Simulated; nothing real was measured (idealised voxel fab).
The process module presented herein is designated voxel wiring stack.
In the cross-section labelled cut, the width is 260 nm and each square cell is 5 nm.
Cross-section layout: square cells on a grid; listed as bands, top to bottom; a band spans one or more cell rows. This entry defines a band. It first specifies the height of the band's top and the height of its bottom in nm, and then specifies the band's materials from left to right, stating each material with its width in nm. The word "all across" identifies a single material that fills the band from edge to edge, while the word "empty" identifies empty space. Zero point of the height axis is 0; under it, received wafer = one material. Lowest band: continues down indefinitely, "0..down". You'd read "30->40" like this: the band's top row of cells is as wide as the first number, its bottom row is as wide as the second, and going down, every row changes width by the same amount as the row before did. You'll sometimes find "left unchanged" written for a step, and that's the way of saying that nowhere in the cross-section did a cell change during that step. Empty spaces without an open route to the top, at least 8 cells in extent, make up the entry "Voids, fully enclosed"; each is given as width x height at distance, where the distance is measured from the left edge, and all are in nm. On a step's line, text after the settings is the simulator commenting on that step. For masked steps, "overlay nm" on the step line gives how far right of plan the mask actually lay; a minus sign means it lay to the left.

# The process steps that were planned are listed below
1) RECEIVE (material Si)
2) CONFORMAL_DEP (material SiO2; thk nm 10)
3) DIRECTIONAL_DEP (material TiN; thk nm 5)
4) DIRECTIONAL_DEP (material Ru; thk nm 25)
5) DIRECTIONAL_DEP (material aC; thk nm 10)
6) PATTERN (tone cover; mask id METAL_1; material resist; width nm 20; pitch nm 50; thk nm 25; overlay nm 0)
7) DIRECTIONAL_ETCH (etch materials aC; depth nm 10)
8) STRIP (etch materials resist)
9) DIRECTIONAL_ETCH (etch materials Ru; depth nm 25)
10) DIRECTIONAL_ETCH (etch materials TiN; depth nm 5)
11) STRIP (etch materials aC)
12) CONFORMAL_DEP (material SiN; thk nm 5)
13) FILL_DEP (material lowk; thk nm 10)
14) CMP (height nm 40)
15) CONFORMAL_DEP (material SiCN; thk nm 5)
16) DIRECTIONAL_DEP (material lowk; thk nm 25)
17) MASKED_ETCH (tone open; mask id METAL_2_HOLES; width nm 15; pitch nm 50; etch materials lowk; depth nm 25; overlay nm 0)
18) PATTERN (tone open; mask id METAL_2; material resist; width nm 20; pitch nm 50; thk nm 20; overlay nm 0)
19) DIRECTIONAL_ETCH (etch materials lowk; depth nm 15)
20) DIRECTIONAL_ETCH (etch materials SiCN; depth nm 5)
21) STRIP (etch materials resist)
22) CONFORMAL_DEP (material TiN; thk nm 5)
23) FILL_DEP (material Ru; thk nm 5)
24) CMP (height nm 70)
25) CONFORMAL_DEP (material SiCN; thk nm 5)
26) DIRECTIONAL_DEP (material lowk; thk nm 35)
27) PATTERN (tone open; mask id METAL_3; material resist; width nm 20; pitch nm 50; thk nm 20; overlay nm 0)
28) DIRECTIONAL_ETCH (etch materials lowk; depth nm 20)
29) STRIP (etch materials resist)
30) MASKED_ETCH (tone open; mask id METAL_3_HOLES; width nm 15; pitch nm 50; etch materials lowk; depth nm 15; overlay nm 0)
31) MASKED_ETCH (tone open; mask id METAL_3_HOLES; width nm 15; pitch nm 50; etch materials SiCN; depth nm 5; overlay nm 0)
32) CONFORMAL_DEP (material TiN; thk nm 5)
33) FILL_DEP (material Cu; thk nm 5)
34) CMP (height nm 110)
35) CONFORMAL_DEP (material SiCN; thk nm 5)

# First out of two wafers; run went to plan

# This is the cross-section of the wafer as we received it, i.e. after step 1
    0..down: Si all across
    Voids, fully enclosed: none

# Step 2 done - wafer cross-section
    10..0: SiO2 all across
    below 0: unchanged

# Step 3 done - wafer cross-section
    15..10: TiN all across
    below 10: unchanged

# Step 4 done - wafer cross-section
    40..15: Ru all across
    below 15: unchanged

# Step 5 done - wafer cross-section
    50..40: aC all across
    below 40: unchanged

# Step 6 done - wafer cross-section
    75..50: empty (45), resist (20), empty (30), resist (20), empty (30), resist (20), empty (30), resist (20), empty (45)
    below 50: unchanged

# Step 7 done - wafer cross-section
    65..50: empty (45), resist (20), empty (30), resist (20), empty (30), resist (20), empty (30), resist (20), empty (45)
    50..40: empty (45), aC (20), empty (30), aC (20), empty (30), aC (20), empty (30), aC (20), empty (45)
    below 40: unchanged

# Step 8 done - wafer cross-section
    50..40: empty (45), aC (20), empty (30), aC (20), empty (30), aC (20), empty (30), aC (20), empty (45)
    below 40: unchanged

# Step 9 done - wafer cross-section
    50..40: empty (45), aC (20), empty (30), aC (20), empty (30), aC (20), empty (30), aC (20), empty (45)
    40..15: empty (45), Ru (20), empty (30), Ru (20), empty (30), Ru (20), empty (30), Ru (20), empty (45)
    below 15: unchanged

# Step 10 done - wafer cross-section
    50..40: empty (45), aC (20), empty (30), aC (20), empty (30), aC (20), empty (30), aC (20), empty (45)
    40..15: empty (45), Ru (20), empty (30), Ru (20), empty (30), Ru (20), empty (30), Ru (20), empty (45)
    15..10: empty (45), TiN (20), empty (30), TiN (20), empty (30), TiN (20), empty (30), TiN (20), empty (45)
    below 10: unchanged

# Step 11 done - wafer cross-section
    40..15: empty (45), Ru (20), empty (30), Ru (20), empty (30), Ru (20), empty (30), Ru (20), empty (45)
    below 15: unchanged

# Step 12 done - wafer cross-section
    45..40: empty (40), SiN (30), empty (20), SiN (30), empty (20), SiN (30), empty (20), SiN (30), empty (40)
    40..15: empty (40), SiN (5), Ru (20), SiN (5), empty (20), SiN (5), Ru (20), SiN (5), empty (20), SiN (5), Ru (20), SiN (5), empty (20), SiN (5), Ru (20), SiN (5), empty (40)
    15..10: SiN (45), TiN (20), SiN (30), TiN (20), SiN (30), TiN (20), SiN (30), TiN (20), SiN (45)
    below 10: unchanged

# Step 13 done - wafer cross-section
    55..45: lowk all across
    45..40: lowk (40), SiN (30), lowk (20), SiN (30), lowk (20), SiN (30), lowk (20), SiN (30), lowk (40)
    40..15: lowk (40), SiN (5), Ru (20), SiN (5), lowk (20), SiN (5), Ru (20), SiN (5), lowk (20), SiN (5), Ru (20), SiN (5), lowk (20), SiN (5), Ru (20), SiN (5), lowk (40)
    below 15: unchanged

# Step 14 done - wafer cross-section
    40..15: lowk (40), SiN (5), Ru (20), SiN (5), lowk (20), SiN (5), Ru (20), SiN (5), lowk (20), SiN (5), Ru (20), SiN (5), lowk (20), SiN (5), Ru (20), SiN (5), lowk (40)
    below 15: unchanged

# Step 15 done - wafer cross-section
    45..40: SiCN all across
    below 40: unchanged

# Step 16 done - wafer cross-section
    70..45: lowk all across
    below 45: unchanged

# Step 17 done - wafer cross-section
    70..45: lowk (45), empty (15), lowk (35), empty (15), lowk (35), empty (15), lowk (35), empty (15), lowk (50)
    below 45: unchanged

# Step 18 done - wafer cross-section
    90..70: resist (45), empty (20), resist (30), empty (20), resist (30), empty (20), resist (30), empty (20), resist (45)
    below 70: unchanged

# Step 19 done - wafer cross-section
    90..70: resist (45), empty (20), resist (30), empty (20), resist (30), empty (20), resist (30), empty (20), resist (45)
    70..55: lowk (45), empty (20), lowk (30), empty (20), lowk (30), empty (20), lowk (30), empty (20), lowk (45)
    below 55: unchanged

# Step 20 done - wafer cross-section
    90..70: resist (45), empty (20), resist (30), empty (20), resist (30), empty (20), resist (30), empty (20), resist (45)
    70..55: lowk (45), empty (20), lowk (30), empty (20), lowk (30), empty (20), lowk (30), empty (20), lowk (45)
    55..45: lowk (45), empty (15), lowk (35), empty (15), lowk (35), empty (15), lowk (35), empty (15), lowk (50)
    45..40: SiCN (45), empty (15), SiCN (35), empty (15), SiCN (35), empty (15), SiCN (35), empty (15), SiCN (50)
    below 40: unchanged

# Step 21 done - wafer cross-section
    70..55: lowk (45), empty (20), lowk (30), empty (20), lowk (30), empty (20), lowk (30), empty (20), lowk (45)
    below 55: unchanged

# Step 22 done - wafer cross-section
    75..70: TiN (50), empty (10), TiN (40), empty (10), TiN (40), empty (10), TiN (40), empty (10), TiN (50)
    70..60: lowk (45), TiN (5), empty (10), TiN (5), lowk (30), TiN (5), empty (10), TiN (5), lowk (30), TiN (5), empty (10), TiN (5), lowk (30), TiN (5), empty (10), TiN (5), lowk (45)
    60..55: lowk (45), TiN (5), empty (5), TiN (10), lowk (30), TiN (5), empty (5), TiN (10), lowk (30), TiN (5), empty (5), TiN (10), lowk (30), TiN (5), empty (5), TiN (10), lowk (45)
    55..45: lowk (45), TiN (5), empty (5), TiN (5), lowk (35), TiN (5), empty (5), TiN (5), lowk (35), TiN (5), empty (5), TiN (5), lowk (35), TiN (5), empty (5), TiN (5), lowk (50)
    45..40: SiCN (45), TiN (15), SiCN (35), TiN (15), SiCN (35), TiN (15), SiCN (35), TiN (15), SiCN (50)
    below 40: unchanged

# Step 23 done - wafer cross-section
    80..75: Ru all across
    75..70: TiN (50), Ru (10), TiN (40), Ru (10), TiN (40), Ru (10), TiN (40), Ru (10), TiN (50)
    70..60: lowk (45), TiN (5), Ru (10), TiN (5), lowk (30), TiN (5), Ru (10), TiN (5), lowk (30), TiN (5), Ru (10), TiN (5), lowk (30), TiN (5), Ru (10), TiN (5), lowk (45)
    60..55: lowk (45), TiN (5), Ru (5), TiN (10), lowk (30), TiN (5), Ru (5), TiN (10), lowk (30), TiN (5), Ru (5), TiN (10), lowk (30), TiN (5), Ru (5), TiN (10), lowk (45)
    55..45: lowk (45), TiN (5), Ru (5), TiN (5), lowk (35), TiN (5), Ru (5), TiN (5), lowk (35), TiN (5), Ru (5), TiN (5), lowk (35), TiN (5), Ru (5), TiN (5), lowk (50)
    below 45: unchanged

# Step 24 done - wafer cross-section
    70..60: lowk (45), TiN (5), Ru (10), TiN (5), lowk (30), TiN (5), Ru (10), TiN (5), lowk (30), TiN (5), Ru (10), TiN (5), lowk (30), TiN (5), Ru (10), TiN (5), lowk (45)
    below 60: unchanged

# Step 25 done - wafer cross-section
    75..70: SiCN all across
    below 70: unchanged

# Step 26 done - wafer cross-section
    110..75: lowk all across
    below 75: unchanged

# Step 27 done - wafer cross-section
    130..110: resist (45), empty (20), resist (30), empty (20), resist (30), empty (20), resist (30), empty (20), resist (45)
    below 110: unchanged

# Step 28 done - wafer cross-section
    130..110: resist (45), empty (20), resist (30), empty (20), resist (30), empty (20), resist (30), empty (20), resist (45)
    110..90: lowk (45), empty (20), lowk (30), empty (20), lowk (30), empty (20), lowk (30), empty (20), lowk (45)
    below 90: unchanged

# Step 29 done - wafer cross-section
    110..90: lowk (45), empty (20), lowk (30), empty (20), lowk (30), empty (20), lowk (30), empty (20), lowk (45)
    below 90: unchanged

# Step 30 done - wafer cross-section
    110..90: lowk (45), empty (20), lowk (30), empty (20), lowk (30), empty (20), lowk (30), empty (20), lowk (45)
    90..75: lowk (45), empty (15), lowk (35), empty (15), lowk (35), empty (15), lowk (35), empty (15), lowk (50)
    below 75: unchanged

# Step 31 done - wafer cross-section
    110..90: lowk (45), empty (20), lowk (30), empty (20), lowk (30), empty (20), lowk (30), empty (20), lowk (45)
    90..75: lowk (45), empty (15), lowk (35), empty (15), lowk (35), empty (15), lowk (35), empty (15), lowk (50)
    75..70: SiCN (45), empty (15), SiCN (35), empty (15), SiCN (35), empty (15), SiCN (35), empty (15), SiCN (50)
    below 70: unchanged

# Step 32 done - wafer cross-section
    115..110: TiN (50), empty (10), TiN (40), empty (10), TiN (40), empty (10), TiN (40), empty (10), TiN (50)
    110..95: lowk (45), TiN (5), empty (10), TiN (5), lowk (30), TiN (5), empty (10), TiN (5), lowk (30), TiN (5), empty (10), TiN (5), lowk (30), TiN (5), empty (10), TiN (5), lowk (45)
    95..90: lowk (45), TiN (5), empty (5), TiN (10), lowk (30), TiN (5), empty (5), TiN (10), lowk (30), TiN (5), empty (5), TiN (10), lowk (30), TiN (5), empty (5), TiN (10), lowk (45)
    90..75: lowk (45), TiN (5), empty (5), TiN (5), lowk (35), TiN (5), empty (5), TiN (5), lowk (35), TiN (5), empty (5), TiN (5), lowk (35), TiN (5), empty (5), TiN (5), lowk (50)
    75..70: SiCN (45), TiN (15), SiCN (35), TiN (15), SiCN (35), TiN (15), SiCN (35), TiN (15), SiCN (50)
    below 70: unchanged

# Step 33 done - wafer cross-section
    120..115: Cu all across
    115..110: TiN (50), Cu (10), TiN (40), Cu (10), TiN (40), Cu (10), TiN (40), Cu (10), TiN (50)
    110..95: lowk (45), TiN (5), Cu (10), TiN (5), lowk (30), TiN (5), Cu (10), TiN (5), lowk (30), TiN (5), Cu (10), TiN (5), lowk (30), TiN (5), Cu (10), TiN (5), lowk (45)
    95..90: lowk (45), TiN (5), Cu (5), TiN (10), lowk (30), TiN (5), Cu (5), TiN (10), lowk (30), TiN (5), Cu (5), TiN (10), lowk (30), TiN (5), Cu (5), TiN (10), lowk (45)
    90..75: lowk (45), TiN (5), Cu (5), TiN (5), lowk (35), TiN (5), Cu (5), TiN (5), lowk (35), TiN (5), Cu (5), TiN (5), lowk (35), TiN (5), Cu (5), TiN (5), lowk (50)
    below 75: unchanged

# Step 34 done - wafer cross-section
    110..95: lowk (45), TiN (5), Cu (10), TiN (5), lowk (30), TiN (5), Cu (10), TiN (5), lowk (30), TiN (5), Cu (10), TiN (5), lowk (30), TiN (5), Cu (10), TiN (5), lowk (45)
    below 95: unchanged

# Step 35 done - wafer cross-section
    115..110: SiCN all across
    below 110: unchanged

# Wafer two of two - same starting point, same process plan, one mistake in execution; matches wafer one up to and including step 15

# Cross-section: second wafer, time at which step 16 was scheduled to end
    95..45: lowk all across
    below 45: unchanged

# Cross-section: second wafer, time at which step 17 was scheduled to end
    95..70: lowk (45), empty (15), lowk (35), empty (15), lowk (35), empty (15), lowk (35), empty (15), lowk (50)
    below 70: unchanged

# Cross-section: second wafer, time at which step 18 was scheduled to end
    115..95: resist (45), empty (20), resist (30), empty (20), resist (30), empty (20), resist (30), empty (20), resist (45)
    below 95: unchanged

# Cross-section: second wafer, time at which step 19 was scheduled to end
    115..95: resist (45), empty (20), resist (30), empty (20), resist (30), empty (20), resist (30), empty (20), resist (45)
    95..80: lowk (45), empty (20), lowk (30), empty (20), lowk (30), empty (20), lowk (30), empty (20), lowk (45)
    80..55: lowk (45), empty (15), lowk (35), empty (15), lowk (35), empty (15), lowk (35), empty (15), lowk (50)
    below 55: unchanged

Cross-section: second wafer, time at which step 20 was scheduled to end: left unchanged

# Cross-section: second wafer, time at which step 21 was scheduled to end
    95..80: lowk (45), empty (20), lowk (30), empty (20), lowk (30), empty (20), lowk (30), empty (20), lowk (45)
    below 80: unchanged

# Cross-section: second wafer, time at which step 22 was scheduled to end
    100..95: TiN (50), empty (10), TiN (40), empty (10), TiN (40), empty (10), TiN (40), empty (10), TiN (50)
    95..85: lowk (45), TiN (5), empty (10), TiN (5), lowk (30), TiN (5), empty (10), TiN (5), lowk (30), TiN (5), empty (10), TiN (5), lowk (30), TiN (5), empty (10), TiN (5), lowk (45)
    85..80: lowk (45), TiN (5), empty (5), TiN (10), lowk (30), TiN (5), empty (5), TiN (10), lowk (30), TiN (5), empty (5), TiN (10), lowk (30), TiN (5), empty (5), TiN (10), lowk (45)
    80..60: lowk (45), TiN (5), empty (5), TiN (5), lowk (35), TiN (5), empty (5), TiN (5), lowk (35), TiN (5), empty (5), TiN (5), lowk (35), TiN (5), empty (5), TiN (5), lowk (50)
    60..55: lowk (45), TiN (15), lowk (35), TiN (15), lowk (35), TiN (15), lowk (35), TiN (15), lowk (50)
    below 55: unchanged

# Cross-section: second wafer, time at which step 23 was scheduled to end
    105..100: Ru all across
    100..95: TiN (50), Ru (10), TiN (40), Ru (10), TiN (40), Ru (10), TiN (40), Ru (10), TiN (50)
    95..85: lowk (45), TiN (5), Ru (10), TiN (5), lowk (30), TiN (5), Ru (10), TiN (5), lowk (30), TiN (5), Ru (10), TiN (5), lowk (30), TiN (5), Ru (10), TiN (5), lowk (45)
    85..80: lowk (45), TiN (5), Ru (5), TiN (10), lowk (30), TiN (5), Ru (5), TiN (10), lowk (30), TiN (5), Ru (5), TiN (10), lowk (30), TiN (5), Ru (5), TiN (10), lowk (45)
    80..60: lowk (45), TiN (5), Ru (5), TiN (5), lowk (35), TiN (5), Ru (5), TiN (5), lowk (35), TiN (5), Ru (5), TiN (5), lowk (35), TiN (5), Ru (5), TiN (5), lowk (50)
    below 60: unchanged

# Cross-section: second wafer, time at which step 24 was scheduled to end
    70..60: lowk (45), TiN (5), Ru (5), TiN (5), lowk (35), TiN (5), Ru (5), TiN (5), lowk (35), TiN (5), Ru (5), TiN (5), lowk (35), TiN (5), Ru (5), TiN (5), lowk (50)
    below 60: unchanged

# Cross-section: second wafer, time at which step 25 was scheduled to end
    75..70: SiCN all across
    below 70: unchanged

# Cross-section: second wafer, time at which step 26 was scheduled to end
    110..75: lowk all across
    below 75: unchanged

# Cross-section: second wafer, time at which step 27 was scheduled to end
    130..110: resist (45), empty (20), resist (30), empty (20), resist (30), empty (20), resist (30), empty (20), resist (45)
    below 110: unchanged

# Cross-section: second wafer, time at which step 28 was scheduled to end
    130..110: resist (45), empty (20), resist (30), empty (20), resist (30), empty (20), resist (30), empty (20), resist (45)
    110..90: lowk (45), empty (20), lowk (30), empty (20), lowk (30), empty (20), lowk (30), empty (20), lowk (45)
    below 90: unchanged

# Cross-section: second wafer, time at which step 29 was scheduled to end
    110..90: lowk (45), empty (20), lowk (30), empty (20), lowk (30), empty (20), lowk (30), empty (20), lowk (45)
    below 90: unchanged

# Cross-section: second wafer, time at which step 30 was scheduled to end
    110..90: lowk (45), empty (20), lowk (30), empty (20), lowk (30), empty (20), lowk (30), empty (20), lowk (45)
    90..75: lowk (45), empty (15), lowk (35), empty (15), lowk (35), empty (15), lowk (35), empty (15), lowk (50)
    below 75: unchanged

# Cross-section: second wafer, time at which step 31 was scheduled to end
    110..90: lowk (45), empty (20), lowk (30), empty (20), lowk (30), empty (20), lowk (30), empty (20), lowk (45)
    90..75: lowk (45), empty (15), lowk (35), empty (15), lowk (35), empty (15), lowk (35), empty (15), lowk (50)
    75..70: SiCN (45), empty (15), SiCN (35), empty (15), SiCN (35), empty (15), SiCN (35), empty (15), SiCN (50)
    below 70: unchanged

# Cross-section: second wafer, time at which step 32 was scheduled to end
    115..110: TiN (50), empty (10), TiN (40), empty (10), TiN (40), empty (10), TiN (40), empty (10), TiN (50)
    110..95: lowk (45), TiN (5), empty (10), TiN (5), lowk (30), TiN (5), empty (10), TiN (5), lowk (30), TiN (5), empty (10), TiN (5), lowk (30), TiN (5), empty (10), TiN (5), lowk (45)
    95..90: lowk (45), TiN (5), empty (5), TiN (10), lowk (30), TiN (5), empty (5), TiN (10), lowk (30), TiN (5), empty (5), TiN (10), lowk (30), TiN (5), empty (5), TiN (10), lowk (45)
    90..75: lowk (45), TiN (5), empty (5), TiN (5), lowk (35), TiN (5), empty (5), TiN (5), lowk (35), TiN (5), empty (5), TiN (5), lowk (35), TiN (5), empty (5), TiN (5), lowk (50)
    75..70: SiCN (45), TiN (15), SiCN (35), TiN (15), SiCN (35), TiN (15), SiCN (35), TiN (15), SiCN (50)
    below 70: unchanged

# Cross-section: second wafer, time at which step 33 was scheduled to end
    120..115: Cu all across
    115..110: TiN (50), Cu (10), TiN (40), Cu (10), TiN (40), Cu (10), TiN (40), Cu (10), TiN (50)
    110..95: lowk (45), TiN (5), Cu (10), TiN (5), lowk (30), TiN (5), Cu (10), TiN (5), lowk (30), TiN (5), Cu (10), TiN (5), lowk (30), TiN (5), Cu (10), TiN (5), lowk (45)
    95..90: lowk (45), TiN (5), Cu (5), TiN (10), lowk (30), TiN (5), Cu (5), TiN (10), lowk (30), TiN (5), Cu (5), TiN (10), lowk (30), TiN (5), Cu (5), TiN (10), lowk (45)
    90..75: lowk (45), TiN (5), Cu (5), TiN (5), lowk (35), TiN (5), Cu (5), TiN (5), lowk (35), TiN (5), Cu (5), TiN (5), lowk (35), TiN (5), Cu (5), TiN (5), lowk (50)
    below 75: unchanged

# Cross-section: second wafer, time at which step 34 was scheduled to end
    110..95: lowk (45), TiN (5), Cu (10), TiN (5), lowk (30), TiN (5), Cu (10), TiN (5), lowk (30), TiN (5), Cu (10), TiN (5), lowk (30), TiN (5), Cu (10), TiN (5), lowk (45)
    below 95: unchanged

# Cross-section: second wafer, time at which step 35 was scheduled to end
    115..110: SiCN all across
    below 110: unchanged
The mistake made against the process plan was this: step 16 of the plan was twice carried out
The closing comparison, in cells, has the second wafer with more or fewer of some materials than the first: -20 Ru; +12 SiCN; -28 TiN; +36 lowk
